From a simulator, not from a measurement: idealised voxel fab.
A process module follows: voxel air gaps.
Cross-section cut spans 225 nm and uses square cells 5 nm in size.
A cross-section is written here as square cells arranged in a grid, and it is given in bands from the top down, each band taking up one or more rows of cells. Heads up on the band format: heights come first, top then bottom, in nm. After that it's the materials left to right, each with its width in nm. A single material flagged "edge to edge" fills the whole band edge to edge, and "blank" means there's empty space there. Where do heights start? At 0: under that level the wafer as delivered is made of one material only. And the lowest band has no floor; it just carries on downward, as in "0 and below". The expression "30..40" gives the width at the extremes of the band, the first number at its top row of cells and the second at its bottom row, with the width changing by equal amounts from each row to the next in between. Where a step carries "remained unchanged", the cross-section came out of it unchanged, cell for cell. Each empty space that has no open way to the top and spans at least 8 cells appears under "Closed void catalog" as width x height at distance, the distance counted from the left edge, all in nm. That trailing text on a step's line, after the settings, is the simulator's own remark on the step. overlay nm: mask right of planned place by this much (step with mask). Neg. = left.

This section lists the process steps that were planned:
1. RECEIVE (material Si)
2. CONFORMAL_DEP (material SiO2; thk nm 10)
3. CONFORMAL_DEP (material SiCN; thk nm 5)
4. DIRECTIONAL_DEP (material SiO2; thk nm 40)
5. PATTERN (tone open; mask id LINES; material resist; width nm 20; pitch nm 45; thk nm 15; overlay nm 0)
6. DIRECTIONAL_ETCH (etch materials SiO2; depth nm 40)
7. STRIP (etch materials resist)
8. CONFORMAL_DEP (material TiN; thk nm 5)
9. FILL_DEP (material W; thk nm 10)
10. CMP (height nm 55)
11. EPI (material Ru; thk nm 10)
12. SELECTIVE_ETCH (etch materials SiO2; depth nm 50)
13. CONFORMAL_DEP (material SiCN; thk nm 5)

Run as planned: first of two wafers:

Incoming wafer, cross-sectional view, post step 1:
- 0 and below = Si edge to edge
- Closed void catalog: none

Sectional view: wafer, after step 2:
- 10 down to 0 = SiO2 edge to edge
- Under the height 0 nothing was changed.

Sectional view: wafer, after step 3:
- 15 down to 10 = SiCN edge to edge
- Under the height 10 nothing was changed.

Sectional view: wafer, after step 4:
- 55 down to 15 = SiO2 edge to edge
- Under the height 15 nothing was changed.

Sectional view: wafer, after step 5:
- 70 down to 55 = resist: 55; blank: 20; resist: 25; blank: 20; resist: 25; blank: 20; resist: 60
- Under the height 55 nothing was changed.

Sectional view: wafer, after step 6:
- 70 down to 55 = resist: 55; blank: 20; resist: 25; blank: 20; resist: 25; blank: 20; resist: 60
- 55 down to 15 = SiO2: 55; blank: 20; SiO2: 25; blank: 20; SiO2: 25; blank: 20; SiO2: 60
- Under the height 15 nothing was changed.

Sectional view: wafer, after step 7:
- 55 down to 15 = SiO2: 55; blank: 20; SiO2: 25; blank: 20; SiO2: 25; blank: 20; SiO2: 60
- Under the height 15 nothing was changed.

Sectional view: wafer, after step 8:
- 60 down to 55 = TiN: 60; blank: 10; TiN: 35; blank: 10; TiN: 35; blank: 10; TiN: 65
- 55 down to 20 = SiO2: 55; TiN: 5; blank: 10; TiN: 5; SiO2: 25; TiN: 5; blank: 10; TiN: 5; SiO2: 25; TiN: 5; blank: 10; TiN: 5; SiO2: 60
- 20 down to 15 = SiO2: 55; TiN: 20; SiO2: 25; TiN: 20; SiO2: 25; TiN: 20; SiO2: 60
- Under the height 15 nothing was changed.

Sectional view: wafer, after step 9:
- 70 down to 60 = W edge to edge
- 60 down to 55 = TiN: 60; W: 10; TiN: 35; W: 10; TiN: 35; W: 10; TiN: 65
- 55 down to 20 = SiO2: 55; TiN: 5; W: 10; TiN: 5; SiO2: 25; TiN: 5; W: 10; TiN: 5; SiO2: 25; TiN: 5; W: 10; TiN: 5; SiO2: 60
- Under the height 20 nothing was changed.

Sectional view: wafer, after step 10:
- 55 down to 20 = SiO2: 55; TiN: 5; W: 10; TiN: 5; SiO2: 25; TiN: 5; W: 10; TiN: 5; SiO2: 25; TiN: 5; W: 10; TiN: 5; SiO2: 60
- Under the height 20 nothing was changed.

Sectional view: wafer, after step 11:
- 65 down to 55 = blank: 45; Ru: 40; blank: 5; Ru: 40; blank: 5; Ru: 40; blank: 50
- Under the height 55 nothing was changed.

Sectional view: wafer, after step 12:
- 65 down to 55 = blank: 45; Ru: 40; blank: 5; Ru: 40; blank: 5; Ru: 40; blank: 50
- 55 down to 20 = blank: 55; TiN: 5; W: 10; TiN: 5; blank: 25; TiN: 5; W: 10; TiN: 5; blank: 25; TiN: 5; W: 10; TiN: 5; blank: 60
- 20 down to 15 = blank: 55; TiN: 20; blank: 25; TiN: 20; blank: 25; TiN: 20; blank: 60
- Under the height 15 nothing was changed.

Sectional view: wafer, after step 13:
- 70 down to 65 = blank: 40; SiCN: 140; blank: 45
- 65 down to 55 = blank: 40; SiCN: 5; Ru: 40; SiCN: 5; Ru: 40; SiCN: 5; Ru: 40; SiCN: 5; blank: 45
- 55 down to 50 = blank: 40; SiCN: 15; TiN: 5; W: 10; TiN: 5; SiCN: 25; TiN: 5; W: 10; TiN: 5; SiCN: 25; TiN: 5; W: 10; TiN: 5; SiCN: 15; blank: 45
- 50 down to 20 = blank: 50; SiCN: 5; TiN: 5; W: 10; TiN: 5; SiCN: 5; blank: 15; SiCN: 5; TiN: 5; W: 10; TiN: 5; SiCN: 5; blank: 15; SiCN: 5; TiN: 5; W: 10; TiN: 5; SiCN: 5; blank: 55
- 20 down to 15 = SiCN: 55; TiN: 20; SiCN: 25; TiN: 20; SiCN: 25; TiN: 20; SiCN: 60
- Under the height 15 nothing was changed.
- Closed void catalog: 15 x 30 at 80; 15 x 30 at 125

Regarding the second of the two wafers: it shared the first wafer's starting condition and process plan, yet one error occurred during its execution. Its history coincides with that of the first wafer up to and including step 2:

Second wafer cross-section, taken as of the time the plan sets for step 3 to be done:
- 50 down to 0 = SiO2 edge to edge
- Under the height 0 nothing was changed.

Second wafer cross-section, taken as of the time the plan sets for step 4 to be done:
- 55 down to 50 = SiCN edge to edge
- Under the height 50 nothing was changed.

Second wafer cross-section, taken as of the time the plan sets for step 5 to be done:
- 70 down to 55 = resist: 55; blank: 20; resist: 25; blank: 20; resist: 25; blank: 20; resist: 60
- Under the height 55 nothing was changed.

Second wafer cross-section, taken as of the time the plan sets for step 6 to be done: remained unchanged

Second wafer cross-section, taken as of the time the plan sets for step 7 to be done:
- 55 down to 50 = SiCN edge to edge
- Under the height 50 nothing was changed.

Second wafer cross-section, taken as of the time the plan sets for step 8 to be done:
- 60 down to 55 = TiN edge to edge
- Under the height 55 nothing was changed.

Second wafer cross-section, taken as of the time the plan sets for step 9 to be done:
- 70 down to 60 = W edge to edge
- Under the height 60 nothing was changed.

Second wafer cross-section, taken as of the time the plan sets for step 10 to be done:
- 55 down to 50 = SiCN edge to edge
- Under the height 50 nothing was changed.

Second wafer cross-section, taken as of the time the plan sets for step 11 to be done: remained unchanged

Second wafer cross-section, taken as of the time the plan sets for step 12 to be done: remained unchanged

Second wafer cross-section, taken as of the time the plan sets for step 13 to be done:
- 60 down to 50 = SiCN edge to edge
- Under the height 50 nothing was changed.
Deviation noted in wafer processing: steps 3 and 4 were swapped
at the end the second wafer has, in cells: 48 fewer of Ru; 76 fewer of SiCN; 360 more of SiO2; 54 fewer of TiN; 42 fewer of W
On completion, 0 closed voids are found in the second wafer, whereas the first wafer has 2.
